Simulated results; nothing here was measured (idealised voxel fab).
process module | voxel tone inversion
cross-section cut | 220 nm wide | cells 5 nm
A cross-section is a grid of square cells, given in bands from the top down. A band is one or more rows of cells.
Each band's line starts with the height of the band's top and of its bottom, in nm. Then come its materials from left to right, each with its width in nm. One material with "throughout" fills the band from edge to edge. "air" is empty space.
Height 0 is the level under which the wafer as received is all one material. The lowest band goes on downwards, as in "0 down".
A width such as "30 to 40" changes by the same amount from each row of cells to the next, from the band's top row to its bottom row.
"no change" after a step means that no cell of the cross-section changed.
closed voids: empty space of 8 cells or more with no open way to the top, each as width x height at its distance from the left edge, in nm
after a step's settings: what the simulator itself notes on the step
overlay nm, on a step with a mask: how far to the right of its planned place the mask lay; to the left if negative
plan
1 op RECEIVE | material Si
2 op CONFORMAL_DEP | material SiN | thk nm 5
3 op DIRECTIONAL_DEP | material polySi | thk nm 20
4 op PATTERN | tone cover | mask id POSTS | material resist | width nm 15 | pitch nm 45 | thk nm 25 | overlay nm 0
5 op DIRECTIONAL_ETCH | etch materials polySi | depth nm 20
6 op STRIP | etch materials resist
7 op FILL_DEP | material lowk | thk nm 10
8 op CMP | height nm 25
9 op STRIP | etch materials polySi
varied across the wafers: width nm of step 4. The plan shows the first wafer's value. All wafers start alike
first wafer as received, after step 1
  0 down: Si throughout
  closed voids: none
first wafer at the end, after step 9
  25 to 5: lowk 35 | air 15 | lowk 30 | air 15 | lowk 30 | air 15 | lowk 30 | air 15 | lowk 35
  5 to 0: SiN throughout
  0 down: Si throughout
  closed voids: none
last wafer at the end
  25 to 5: lowk 30 | air 30 | lowk 15 | air 30 | lowk 15 | air 30 | lowk 15 | air 30 | lowk 25
  5 to 0: SiN throughout
  0 down: Si throughout
  closed voids: none
each wafer at the end: cells of each material gained (+) or lost (-) since it was received, then its closed voids
width nm 15 | +44 SiN | +128 lowk | closed voids: none
width nm 20 | +44 SiN | +112 lowk | closed voids: none
width nm 25 | +44 SiN | +96 lowk | closed voids: none
width nm 30 | +44 SiN | +80 lowk | closed voids: none
